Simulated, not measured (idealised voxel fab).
process module | voxel released beams
cross-section cut | 245 nm wide | cells 5 nm
A cross-section is a grid of square cells, given in bands from the top down. A band is one or more rows of cells.
Each band's line starts with the height of the band's top and of its bottom, in nm. Then come its materials from left to right, each with its width in nm. One material with "throughout" fills the band from edge to edge. "air" is empty space.
Height 0 is the level under which the wafer as received is all one material. The lowest band goes on downwards, as in "0 down".
A width such as "30 to 40" changes by the same amount from each row of cells to the next, from the band's top row to its bottom row.
"no change" after a step means that no cell of the cross-section changed.
closed voids: empty space of 8 cells or more with no open way to the top, each as width x height at its distance from the left edge, in nm
after a step's settings: what the simulator itself notes on the step
overlay nm, on a step with a mask: how far to the right of its planned place the mask lay; to the left if negative
plan
1 op RECEIVE | material Si
2 op CONFORMAL_DEP | material Al2O3 | thk nm 10
3 op DIRECTIONAL_DEP | material SiO2 | thk nm 20
4 op MASKED_ETCH | tone open | mask id ANCHOR | width nm 45 | etch materials SiO2 | depth nm 20 | overlay nm 0
5 op CONFORMAL_DEP | material polySi | thk nm 15
6 op MASKED_ETCH | tone cover | mask id BEAM | width nm 105 | etch materials polySi | depth nm 15 | overlay nm 0
7 op STRIP | etch materials SiO2
as received, after step 1
  0 down: Si throughout
  closed voids: none
a wafer at the end: this start, this plan, one mistake
  30 to 10: air 70 | polySi 15 | air 15 | polySi 15 | air 130
  10 to 0: Al2O3 throughout
  0 down: Si throughout
  closed voids: none
what went wrong: step 6 ran as: op MASKED_ETCH | tone open | mask id BEAM | width nm 105 | etch materials polySi | depth nm 15 | overlay nm 0
